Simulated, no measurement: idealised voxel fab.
process module | voxel double patterning
cross-section cut | 175 nm wide | cells 5 nm
A cross-section is a grid of square cells, given in bands from the top down. A band is one or more rows of cells.
Each band's line starts with the height of the band's top and of its bottom, in nm. Then come its materials from left to right, each with its width in nm. One material with "throughout" fills the band from edge to edge. "air" is empty space.
Height 0 is the level under which the wafer as received is all one material. The lowest band goes on downwards, as in "0 down".
A width such as "30 to 40" changes by the same amount from each row of cells to the next, from the band's top row to its bottom row.
"no change" after a step means that no cell of the cross-section changed.
closed voids: empty space of 8 cells or more with no open way to the top, each as width x height at its distance from the left edge, in nm
after a step's settings: what the simulator itself notes on the step
overlay nm, on a step with a mask: how far to the right of its planned place the mask lay; to the left if negative
plan
1 op RECEIVE | material Si
2 op CONFORMAL_DEP | material SiO2 | thk nm 5
3 op DIRECTIONAL_DEP | material W | thk nm 10
4 op DIRECTIONAL_DEP | material SiCN | thk nm 10
5 op DIRECTIONAL_DEP | material aC | thk nm 10
6 op PATTERN | tone open | mask id FIRST | material resist | width nm 15 | pitch nm 50 | thk nm 30 | overlay nm 0
7 op DIRECTIONAL_ETCH | etch materials aC | depth nm 10
8 op STRIP | etch materials resist
9 op DIRECTIONAL_ETCH | etch materials SiCN | depth nm 10
10 op STRIP | etch materials aC
11 op PATTERN | tone open | mask id SECOND | material resist | width nm 15 | thk nm 20 | overlay nm 0
12 op DIRECTIONAL_ETCH | etch materials SiCN | depth nm 10
13 op STRIP | etch materials resist
14 op DIRECTIONAL_ETCH | etch materials W | depth nm 10
15 op STRIP | etch materials SiCN
first wafer, as planned
as received, after step 1
  0 down: Si throughout
  closed voids: none
after step 2
  5 to 0: SiO2 throughout
  below 0: unchanged
after step 3
  15 to 5: W throughout
  below 5: unchanged
after step 4
  25 to 15: SiCN throughout
  below 15: unchanged
after step 5
  35 to 25: aC throughout
  below 25: unchanged
after step 6
  65 to 35: resist 55 | air 15 | resist 35 | air 15 | resist 55
  below 35: unchanged
after step 7
  55 to 35: resist 55 | air 15 | resist 35 | air 15 | resist 55
  35 to 25: aC 55 | air 15 | aC 35 | air 15 | aC 55
  below 25: unchanged
after step 8
  35 to 25: aC 55 | air 15 | aC 35 | air 15 | aC 55
  below 25: unchanged
after step 9
  35 to 25: aC 55 | air 15 | aC 35 | air 15 | aC 55
  25 to 15: SiCN 55 | air 15 | SiCN 35 | air 15 | SiCN 55
  below 15: unchanged
after step 10
  25 to 15: SiCN 55 | air 15 | SiCN 35 | air 15 | SiCN 55
  below 15: unchanged
after step 11
  45 to 25: resist 80 | air 15 | resist 80
  25 to 15: SiCN 55 | resist 15 | SiCN 35 | resist 15 | SiCN 55
  below 15: unchanged
after step 12
  45 to 25: resist 80 | air 15 | resist 80
  25 to 15: SiCN 55 | resist 15 | SiCN 10 | air 15 | SiCN 10 | resist 15 | SiCN 55
  below 15: unchanged
after step 13
  25 to 15: SiCN 55 | air 15 | SiCN 10 | air 15 | SiCN 10 | air 15 | SiCN 55
  below 15: unchanged
after step 14
  25 to 15: SiCN 55 | air 15 | SiCN 10 | air 15 | SiCN 10 | air 15 | SiCN 55
  15 to 5: W 55 | air 15 | W 10 | air 15 | W 10 | air 15 | W 55
  below 5: unchanged
after step 15
  15 to 5: W 55 | air 15 | W 10 | air 15 | W 10 | air 15 | W 55
  below 5: unchanged
second wafer: like start, like plan, one mistake. Through step 2 it matches the first wafer
when step 3 should have ended
  10 to 5: W throughout
  below 5: unchanged
when step 4 should have ended
  20 to 10: SiCN throughout
  below 10: unchanged
when step 5 should have ended
  30 to 20: aC throughout
  below 20: unchanged
when step 6 should have ended
  60 to 30: resist 55 | air 15 | resist 35 | air 15 | resist 55
  below 30: unchanged
when step 7 should have ended
  50 to 30: resist 55 | air 15 | resist 35 | air 15 | resist 55
  30 to 20: aC 55 | air 15 | aC 35 | air 15 | aC 55
  below 20: unchanged
when step 8 should have ended
  30 to 20: aC 55 | air 15 | aC 35 | air 15 | aC 55
  below 20: unchanged
when step 9 should have ended
  30 to 20: aC 55 | air 15 | aC 35 | air 15 | aC 55
  20 to 10: SiCN 55 | air 15 | SiCN 35 | air 15 | SiCN 55
  below 10: unchanged
when step 10 should have ended
  20 to 10: SiCN 55 | air 15 | SiCN 35 | air 15 | SiCN 55
  below 10: unchanged
when step 11 should have ended
  40 to 20: resist 80 | air 15 | resist 80
  20 to 10: SiCN 55 | resist 15 | SiCN 35 | resist 15 | SiCN 55
  below 10: unchanged
when step 12 should have ended
  40 to 20: resist 80 | air 15 | resist 80
  20 to 10: SiCN 55 | resist 15 | SiCN 10 | air 15 | SiCN 10 | resist 15 | SiCN 55
  below 10: unchanged
when step 13 should have ended
  20 to 10: SiCN 55 | air 15 | SiCN 10 | air 15 | SiCN 10 | air 15 | SiCN 55
  below 10: unchanged
when step 14 should have ended
  20 to 10: SiCN 55 | air 15 | SiCN 10 | air 15 | SiCN 10 | air 15 | SiCN 55
  10 to 5: W 55 | air 15 | W 10 | air 15 | W 10 | air 15 | W 55
  below 5: unchanged
when step 15 should have ended
  10 to 5: W 55 | air 15 | W 10 | air 15 | W 10 | air 15 | W 55
  below 5: unchanged
what went wrong: step 3 ran as: op DIRECTIONAL_DEP | material W | thk nm 5
at the end the second wafer has, in cells: 26 fewer of W
